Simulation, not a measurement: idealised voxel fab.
Module name: voxel capacitor over wiring (process module)
Pictured: cross-section cut, 295 nm wide, on a grid of 5 nm square cells.
Notation: cross-section as square-cell grid; stated in bands, top first, going down; one or more cell rows per band.
It is stipulated that each band's entry specify, in nanometres, the height of the top of the band and then that of its bottom, followed by the materials of the band in left-to-right sequence, each together with its width in nanometres. A single material marked by the word "everywhere" is understood to fill the band from edge to edge; the word "air" is understood to denote empty space.
Height datum 0, below which the as-received substrate wafer is one material. Lowest band open at the bottom, running downward: "0 down".
Read "30->40" as a graded width: first number on top, second number at the bottom, same change between each pair of neighbouring rows.
Take "nothing was modified" at face value: in the step it is given for, the cross-section changed in none of its cells.
In the "Closed void roster" entry, you get each enclosed empty space of 8 cells or more, one with no open way to the top, written width x height at distance, distance from the left edge, in nm.
On a step's line, text after the settings is the simulator commenting on that step.
On any step carrying a mask, the "overlay nm" setting, if present on the step's line, tells how far right of its planned place the mask lay; negative values point to the left.
-- plan
1: RECEIVE,material Si
2: CONFORMAL_DEP,material SiO2,thk nm 15
3: DIRECTIONAL_DEP,material TiN,thk nm 5
4: DIRECTIONAL_DEP,material W,thk nm 15
5: PATTERN,tone cover,mask id METAL_1,material resist,width nm 25,pitch nm 95,thk nm 15,overlay nm 0
6: DIRECTIONAL_ETCH,etch materials W,depth nm 15
7: DIRECTIONAL_ETCH,etch materials TiN,depth nm 5
8: STRIP,etch materials resist
9: CONFORMAL_DEP,material SiCN,thk nm 5
10: FILL_DEP,material SiO2,thk nm 5
11: CMP,height nm 35
12: CONFORMAL_DEP,material SiCN,thk nm 5
13: DIRECTIONAL_DEP,material lowk,thk nm 15
14: MASKED_ETCH,tone open,mask id PLUG_1,width nm 15,etch materials lowk,depth nm 15,overlay nm 0
15: MASKED_ETCH,tone open,mask id PLUG_1,width nm 15,etch materials SiCN,depth nm 5,overlay nm 0
16: CONFORMAL_DEP,material TiN,thk nm 5
17: FILL_DEP,material Ru,thk nm 5
18: CMP,height nm 55
19: DIRECTIONAL_DEP,material TiN,thk nm 5
20: DIRECTIONAL_DEP,material Al2O3,thk nm 5
21: DIRECTIONAL_DEP,material TiN,thk nm 5
22: DIRECTIONAL_DEP,material aC,thk nm 15
23: PATTERN,tone cover,mask id UPPER_PLATE,material resist,width nm 75,thk nm 35,overlay nm 0
24: DIRECTIONAL_ETCH,etch materials aC,depth nm 15
25: STRIP,etch materials resist
26: DIRECTIONAL_ETCH,etch materials TiN,depth nm 5
27: DIRECTIONAL_ETCH,etch materials Al2O3,depth nm 5
28: STRIP,etch materials aC
29: DIRECTIONAL_DEP,material aC,thk nm 10
30: PATTERN,tone cover,mask id LOWER_PLATE,material resist,width nm 85,thk nm 25,overlay nm 0
31: DIRECTIONAL_ETCH,etch materials aC,depth nm 10
32: STRIP,etch materials resist
33: DIRECTIONAL_ETCH,etch materials TiN,depth nm 5
34: STRIP,etch materials aC
35: FILL_DEP,material SiO2,thk nm 20
36: CMP,height nm 85
37: PATTERN,tone open,mask id PLUG_2,material resist,width nm 15,thk nm 20,overlay nm 0
38: DIRECTIONAL_ETCH,etch materials SiO2,depth nm 15
39: STRIP,etch materials resist
40: CONFORMAL_DEP,material TiN,thk nm 5
41: FILL_DEP,material W,thk nm 5
42: CMP,height nm 85
43: CONFORMAL_DEP,material SiN,thk nm 5
-- Wafer, first of two, run as planned
-- Cross-section of the incoming wafer, state after step 1
0 down  Si everywhere
Closed void roster: none
-- Step 2 done - wafer cross-section
15 to 0  SiO2 everywhere
Note: structure below 0 unchanged.
-- Step 3 done - wafer cross-section
20 to 15  TiN everywhere
Note: structure below 15 unchanged.
-- Step 4 done - wafer cross-section
35 to 20  W everywhere
Note: structure below 20 unchanged.
-- Step 5 done - wafer cross-section
50 to 35  85 of air  25 of resist  70 of air  25 of resist  90 of air
Note: structure below 35 unchanged.
-- Step 6 done - wafer cross-section
50 to 35  85 of air  25 of resist  70 of air  25 of resist  90 of air
35 to 20  85 of air  25 of W  70 of air  25 of W  90 of air
Note: structure below 20 unchanged.
-- Step 7 done - wafer cross-section
50 to 35  85 of air  25 of resist  70 of air  25 of resist  90 of air
35 to 20  85 of air  25 of W  70 of air  25 of W  90 of air
20 to 15  85 of air  25 of TiN  70 of air  25 of TiN  90 of air
Note: structure below 15 unchanged.
-- Step 8 done - wafer cross-section
35 to 20  85 of air  25 of W  70 of air  25 of W  90 of air
Note: structure below 20 unchanged.
-- Step 9 done - wafer cross-section
40 to 35  80 of air  35 of SiCN  60 of air  35 of SiCN  85 of air
35 to 20  80 of air  5 of SiCN  25 of W  5 of SiCN  60 of air  5 of SiCN  25 of W  5 of SiCN  85 of air
20 to 15  85 of SiCN  25 of TiN  70 of SiCN  25 of TiN  90 of SiCN
Note: structure below 15 unchanged.
-- Step 10 done - wafer cross-section
45 to 40  SiO2 everywhere
40 to 35  80 of SiO2  35 of SiCN  60 of SiO2  35 of SiCN  85 of SiO2
35 to 20  80 of SiO2  5 of SiCN  25 of W  5 of SiCN  60 of SiO2  5 of SiCN  25 of W  5 of SiCN  85 of SiO2
Note: structure below 20 unchanged.
-- Step 11 done - wafer cross-section
35 to 20  80 of SiO2  5 of SiCN  25 of W  5 of SiCN  60 of SiO2  5 of SiCN  25 of W  5 of SiCN  85 of SiO2
Note: structure below 20 unchanged.
-- Step 12 done - wafer cross-section
40 to 35  SiCN everywhere
Note: structure below 35 unchanged.
-- Step 13 done - wafer cross-section
55 to 40  lowk everywhere
Note: structure below 40 unchanged.
-- Step 14 done - wafer cross-section
55 to 40  95 of lowk  15 of air  185 of lowk
Note: structure below 40 unchanged.
-- Step 15 done - wafer cross-section
55 to 40  95 of lowk  15 of air  185 of lowk
40 to 35  95 of SiCN  15 of air  185 of SiCN
Note: structure below 35 unchanged.
-- Step 16 done - wafer cross-section
60 to 55  100 of TiN  5 of air  190 of TiN
55 to 40  95 of lowk  5 of TiN  5 of air  5 of TiN  185 of lowk
40 to 35  95 of SiCN  15 of TiN  185 of SiCN
Note: structure below 35 unchanged.
-- Step 17 done - wafer cross-section
65 to 60  Ru everywhere
60 to 55  100 of TiN  5 of Ru  190 of TiN
55 to 40  95 of lowk  5 of TiN  5 of Ru  5 of TiN  185 of lowk
Note: structure below 40 unchanged.
-- Step 18 done - wafer cross-section
55 to 40  95 of lowk  5 of TiN  5 of Ru  5 of TiN  185 of lowk
Note: structure below 40 unchanged.
-- Step 19 done - wafer cross-section
60 to 55  TiN everywhere
Note: structure below 55 unchanged.
-- Step 20 done - wafer cross-section
65 to 60  Al2O3 everywhere
Note: structure below 60 unchanged.
-- Step 21 done - wafer cross-section
70 to 65  TiN everywhere
Note: structure below 65 unchanged.
-- Step 22 done - wafer cross-section
85 to 70  aC everywhere
Note: structure below 70 unchanged.
-- Step 23 done - wafer cross-section
120 to 85  95 of air  75 of resist  125 of air
Note: structure below 85 unchanged.
-- Step 24 done - wafer cross-section
105 to 85  95 of air  75 of resist  125 of air
85 to 70  95 of air  75 of aC  125 of air
Note: structure below 70 unchanged.
-- Step 25 done - wafer cross-section
85 to 70  95 of air  75 of aC  125 of air
Note: structure below 70 unchanged.
-- Step 26 done - wafer cross-section
85 to 70  95 of air  75 of aC  125 of air
70 to 65  95 of air  75 of TiN  125 of air
Note: structure below 65 unchanged.
-- Step 27 done - wafer cross-section
85 to 70  95 of air  75 of aC  125 of air
70 to 65  95 of air  75 of TiN  125 of air
65 to 60  95 of air  75 of Al2O3  125 of air
Note: structure below 60 unchanged.
-- Step 28 done - wafer cross-section
70 to 65  95 of air  75 of TiN  125 of air
Note: structure below 65 unchanged.
-- Step 29 done - wafer cross-section
80 to 70  95 of air  75 of aC  125 of air
70 to 65  95 of aC  75 of TiN  125 of aC
65 to 60  95 of aC  75 of Al2O3  125 of aC
Note: structure below 60 unchanged.
-- Step 30 done - wafer cross-section
105 to 80  90 of air  85 of resist  120 of air
80 to 70  90 of air  5 of resist  75 of aC  5 of resist  120 of air
Note: structure below 70 unchanged.
-- Step 31 done - wafer cross-section
95 to 80  90 of air  85 of resist  120 of air
80 to 70  90 of air  5 of resist  75 of aC  5 of resist  120 of air
70 to 65  90 of air  5 of aC  75 of TiN  5 of aC  120 of air
65 to 60  90 of air  5 of aC  75 of Al2O3  5 of aC  120 of air
Note: structure below 60 unchanged.
-- Step 32 done - wafer cross-section
80 to 70  95 of air  75 of aC  125 of air
Note: structure below 70 unchanged.
-- Step 33 done - wafer cross-section
80 to 70  95 of air  75 of aC  125 of air
70 to 65  90 of air  5 of aC  75 of TiN  5 of aC  120 of air
65 to 60  90 of air  5 of aC  75 of Al2O3  5 of aC  120 of air
60 to 55  90 of air  85 of TiN  120 of air
Note: structure below 55 unchanged.
-- Step 34 done - wafer cross-section
70 to 65  95 of air  75 of TiN  125 of air
65 to 60  95 of air  75 of Al2O3  125 of air
Note: structure below 60 unchanged.
-- Step 35 done - wafer cross-section
90 to 70  SiO2 everywhere
70 to 65  95 of SiO2  75 of TiN  125 of SiO2
65 to 60  95 of SiO2  75 of Al2O3  125 of SiO2
60 to 55  90 of SiO2  85 of TiN  120 of SiO2
Note: structure below 55 unchanged.
-- Step 36 done - wafer cross-section
85 to 70  SiO2 everywhere
Note: structure below 70 unchanged.
-- Step 37 done - wafer cross-section
105 to 85  105 of resist  15 of air  175 of resist
Note: structure below 85 unchanged.
-- Step 38 done - wafer cross-section
105 to 85  105 of resist  15 of air  175 of resist
85 to 70  105 of SiO2  15 of air  175 of SiO2
Note: structure below 70 unchanged.
-- Step 39 done - wafer cross-section
85 to 70  105 of SiO2  15 of air  175 of SiO2
Note: structure below 70 unchanged.
-- Step 40 done - wafer cross-section
90 to 85  110 of TiN  5 of air  180 of TiN
85 to 75  105 of SiO2  5 of TiN  5 of air  5 of TiN  175 of SiO2
75 to 65  105->95 of SiO2  15->75 of TiN  175->125 of SiO2
Note: structure below 65 unchanged.
-- Step 41 done - wafer cross-section
95 to 90  W everywhere
90 to 85  110 of TiN  5 of W  180 of TiN
85 to 75  105 of SiO2  5 of TiN  5 of W  5 of TiN  175 of SiO2
Note: structure below 75 unchanged.
-- Step 42 done - wafer cross-section
85 to 75  105 of SiO2  5 of TiN  5 of W  5 of TiN  175 of SiO2
Note: structure below 75 unchanged.
-- Step 43 done - wafer cross-section
90 to 85  SiN everywhere
Note: structure below 85 unchanged.
-- The second wafer was prepared from the same starting point and under the same plan as the first; its processing contained one mistake, and it remains indistinguishable from the first wafer up to and including step 1
-- Second wafer, section view, time point: scheduled end of step 2
5 to 0  TiN everywhere
Note: structure below 0 unchanged.
-- Second wafer, section view, time point: scheduled end of step 3
20 to 5  SiO2 everywhere
Note: structure below 5 unchanged.
-- Second wafer, section view, time point: scheduled end of step 4
35 to 20  W everywhere
Note: structure below 20 unchanged.
-- Second wafer, section view, time point: scheduled end of step 5
50 to 35  85 of air  25 of resist  70 of air  25 of resist  90 of air
Note: structure below 35 unchanged.
-- Second wafer, section view, time point: scheduled end of step 6
50 to 35  85 of air  25 of resist  70 of air  25 of resist  90 of air
35 to 20  85 of air  25 of W  70 of air  25 of W  90 of air
Note: structure below 20 unchanged.
Second wafer, section view, time point: scheduled end of step 7: nothing was modified
-- Second wafer, section view, time point: scheduled end of step 8
35 to 20  85 of air  25 of W  70 of air  25 of W  90 of air
Note: structure below 20 unchanged.
-- Second wafer, section view, time point: scheduled end of step 9
40 to 35  80 of air  35 of SiCN  60 of air  35 of SiCN  85 of air
35 to 25  80 of air  5 of SiCN  25 of W  5 of SiCN  60 of air  5 of SiCN  25 of W  5 of SiCN  85 of air
25 to 20  85 of SiCN  25 of W  70 of SiCN  25 of W  90 of SiCN
Note: structure below 20 unchanged.
-- Second wafer, section view, time point: scheduled end of step 10
45 to 40  SiO2 everywhere
40 to 35  80 of SiO2  35 of SiCN  60 of SiO2  35 of SiCN  85 of SiO2
35 to 25  80 of SiO2  5 of SiCN  25 of W  5 of SiCN  60 of SiO2  5 of SiCN  25 of W  5 of SiCN  85 of SiO2
Note: structure below 25 unchanged.
-- Second wafer, section view, time point: scheduled end of step 11
35 to 25  80 of SiO2  5 of SiCN  25 of W  5 of SiCN  60 of SiO2  5 of SiCN  25 of W  5 of SiCN  85 of SiO2
Note: structure below 25 unchanged.
-- Second wafer, section view, time point: scheduled end of step 12
40 to 35  SiCN everywhere
Note: structure below 35 unchanged.
-- Second wafer, section view, time point: scheduled end of step 13
55 to 40  lowk everywhere
Note: structure below 40 unchanged.
-- Second wafer, section view, time point: scheduled end of step 14
55 to 40  95 of lowk  15 of air  185 of lowk
Note: structure below 40 unchanged.
-- Second wafer, section view, time point: scheduled end of step 15
55 to 40  95 of lowk  15 of air  185 of lowk
40 to 35  95 of SiCN  15 of air  185 of SiCN
Note: structure below 35 unchanged.
-- Second wafer, section view, time point: scheduled end of step 16
60 to 55  100 of TiN  5 of air  190 of TiN
55 to 40  95 of lowk  5 of TiN  5 of air  5 of TiN  185 of lowk
40 to 35  95 of SiCN  15 of TiN  185 of SiCN
Note: structure below 35 unchanged.
-- Second wafer, section view, time point: scheduled end of step 17
65 to 60  Ru everywhere
60 to 55  100 of TiN  5 of Ru  190 of TiN
55 to 40  95 of lowk  5 of TiN  5 of Ru  5 of TiN  185 of lowk
Note: structure below 40 unchanged.
-- Second wafer, section view, time point: scheduled end of step 18
55 to 40  95 of lowk  5 of TiN  5 of Ru  5 of TiN  185 of lowk
Note: structure below 40 unchanged.
-- Second wafer, section view, time point: scheduled end of step 19
60 to 55  TiN everywhere
Note: structure below 55 unchanged.
-- Second wafer, section view, time point: scheduled end of step 20
65 to 60  Al2O3 everywhere
Note: structure below 60 unchanged.
-- Second wafer, section view, time point: scheduled end of step 21
70 to 65  TiN everywhere
Note: structure below 65 unchanged.
-- Second wafer, section view, time point: scheduled end of step 22
85 to 70  aC everywhere
Note: structure below 70 unchanged.
-- Second wafer, section view, time point: scheduled end of step 23
120 to 85  95 of air  75 of resist  125 of air
Note: structure below 85 unchanged.
-- Second wafer, section view, time point: scheduled end of step 24
105 to 85  95 of air  75 of resist  125 of air
85 to 70  95 of air  75 of aC  125 of air
Note: structure below 70 unchanged.
-- Second wafer, section view, time point: scheduled end of step 25
85 to 70  95 of air  75 of aC  125 of air
Note: structure below 70 unchanged.
-- Second wafer, section view, time point: scheduled end of step 26
85 to 70  95 of air  75 of aC  125 of air
70 to 65  95 of air  75 of TiN  125 of air
Note: structure below 65 unchanged.
-- Second wafer, section view, time point: scheduled end of step 27
85 to 70  95 of air  75 of aC  125 of air
70 to 65  95 of air  75 of TiN  125 of air
65 to 60  95 of air  75 of Al2O3  125 of air
Note: structure below 60 unchanged.
-- Second wafer, section view, time point: scheduled end of step 28
70 to 65  95 of air  75 of TiN  125 of air
Note: structure below 65 unchanged.
-- Second wafer, section view, time point: scheduled end of step 29
80 to 70  95 of air  75 of aC  125 of air
70 to 65  95 of aC  75 of TiN  125 of aC
65 to 60  95 of aC  75 of Al2O3  125 of aC
Note: structure below 60 unchanged.
-- Second wafer, section view, time point: scheduled end of step 30
105 to 80  90 of air  85 of resist  120 of air
80 to 70  90 of air  5 of resist  75 of aC  5 of resist  120 of air
Note: structure below 70 unchanged.
-- Second wafer, section view, time point: scheduled end of step 31
95 to 80  90 of air  85 of resist  120 of air
80 to 70  90 of air  5 of resist  75 of aC  5 of resist  120 of air
70 to 65  90 of air  5 of aC  75 of TiN  5 of aC  120 of air
65 to 60  90 of air  5 of aC  75 of Al2O3  5 of aC  120 of air
Note: structure below 60 unchanged.
-- Second wafer, section view, time point: scheduled end of step 32
80 to 70  95 of air  75 of aC  125 of air
Note: structure below 70 unchanged.
-- Second wafer, section view, time point: scheduled end of step 33
80 to 70  95 of air  75 of aC  125 of air
70 to 65  90 of air  5 of aC  75 of TiN  5 of aC  120 of air
65 to 60  90 of air  5 of aC  75 of Al2O3  5 of aC  120 of air
60 to 55  90 of air  85 of TiN  120 of air
Note: structure below 55 unchanged.
-- Second wafer, section view, time point: scheduled end of step 34
70 to 65  95 of air  75 of TiN  125 of air
65 to 60  95 of air  75 of Al2O3  125 of air
Note: structure below 60 unchanged.
-- Second wafer, section view, time point: scheduled end of step 35
90 to 70  SiO2 everywhere
70 to 65  95 of SiO2  75 of TiN  125 of SiO2
65 to 60  95 of SiO2  75 of Al2O3  125 of SiO2
60 to 55  90 of SiO2  85 of TiN  120 of SiO2
Note: structure below 55 unchanged.
-- Second wafer, section view, time point: scheduled end of step 36
85 to 70  SiO2 everywhere
Note: structure below 70 unchanged.
-- Second wafer, section view, time point: scheduled end of step 37
105 to 85  105 of resist  15 of air  175 of resist
Note: structure below 85 unchanged.
-- Second wafer, section view, time point: scheduled end of step 38
105 to 85  105 of resist  15 of air  175 of resist
85 to 70  105 of SiO2  15 of air  175 of SiO2
Note: structure below 70 unchanged.
-- Second wafer, section view, time point: scheduled end of step 39
85 to 70  105 of SiO2  15 of air  175 of SiO2
Note: structure below 70 unchanged.
-- Second wafer, section view, time point: scheduled end of step 40
90 to 85  110 of TiN  5 of air  180 of TiN
85 to 75  105 of SiO2  5 of TiN  5 of air  5 of TiN  175 of SiO2
75 to 65  105->95 of SiO2  15->75 of TiN  175->125 of SiO2
Note: structure below 65 unchanged.
-- Second wafer, section view, time point: scheduled end of step 41
95 to 90  W everywhere
90 to 85  110 of TiN  5 of W  180 of TiN
85 to 75  105 of SiO2  5 of TiN  5 of W  5 of TiN  175 of SiO2
Note: structure below 75 unchanged.
-- Second wafer, section view, time point: scheduled end of step 42
85 to 75  105 of SiO2  5 of TiN  5 of W  5 of TiN  175 of SiO2
Note: structure below 75 unchanged.
-- Second wafer, section view, time point: scheduled end of step 43
90 to 85  SiN everywhere
Note: structure below 85 unchanged.
The plan and the run diverged here: step 2 ran in the slot meant for step 3, and vice versa
At the finish, the second wafer shows more or fewer cells for some materials than the first does: SiCN: 4 fewer; SiO2: 45 fewer; TiN: 49 more
